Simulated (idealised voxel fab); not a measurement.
process module | voxel double patterning
cross-section cut | 160 nm wide | cells 5 nm
A cross-section is a grid of square cells, given in bands from the top down. A band is one or more rows of cells.
Each band's line starts with the height of the band's top and of its bottom, in nm. Then come its materials from left to right, each with its width in nm. One material with "throughout" fills the band from edge to edge. "air" is empty space.
Height 0 is the level under which the wafer as received is all one material. The lowest band goes on downwards, as in "0 down".
A width such as "30 to 40" changes by the same amount from each row of cells to the next, from the band's top row to its bottom row.
"no change" after a step means that no cell of the cross-section changed.
closed voids: empty space of 8 cells or more with no open way to the top, each as width x height at its distance from the left edge, in nm
after a step's settings: what the simulator itself notes on the step
overlay nm, on a step with a mask: how far to the right of its planned place the mask lay; to the left if negative
plan
1 op RECEIVE | material Si
2 op CONFORMAL_DEP | material SiO2 | thk nm 10
3 op DIRECTIONAL_DEP | material W | thk nm 10
4 op DIRECTIONAL_DEP | material SiN | thk nm 5
5 op DIRECTIONAL_DEP | material aC | thk nm 15
6 op PATTERN | tone open | mask id FIRST | material resist | width nm 15 | pitch nm 50 | thk nm 35 | overlay nm -15
7 op DIRECTIONAL_ETCH | etch materials aC | depth nm 15
8 op STRIP | etch materials resist
9 op DIRECTIONAL_ETCH | etch materials SiN | depth nm 5
10 op STRIP | etch materials aC
11 op DIRECTIONAL_DEP | material aC | thk nm 10
12 op PATTERN | tone open | mask id SECOND | material resist | width nm 15 | thk nm 30 | overlay nm 0
13 op DIRECTIONAL_ETCH | etch materials aC | depth nm 10
14 op STRIP | etch materials resist
15 op DIRECTIONAL_ETCH | etch materials SiN | depth nm 5
16 op STRIP | etch materials aC
17 op DIRECTIONAL_ETCH | etch materials W | depth nm 10
18 op STRIP | etch materials SiN
varied across the wafers: overlay nm of step 6. The plan shows the first wafer's value. All wafers start alike
first wafer as received, after step 1
  0 down: Si throughout
  closed voids: none
each wafer at the end: cells of each material gained (+) or lost (-) since it was received, then its closed voids
overlay nm -15 | +64 SiO2 | +48 W | closed voids: none
overlay nm -10 | +64 SiO2 | +46 W | closed voids: none
overlay nm -5 | +64 SiO2 | +46 W | closed voids: none
overlay nm 0 | +64 SiO2 | +46 W | closed voids: none
overlay nm 5 | +64 SiO2 | +46 W | closed voids: none
overlay nm 10 | +64 SiO2 | +46 W | closed voids: none
overlay nm 15 | +64 SiO2 | +48 W | closed voids: none
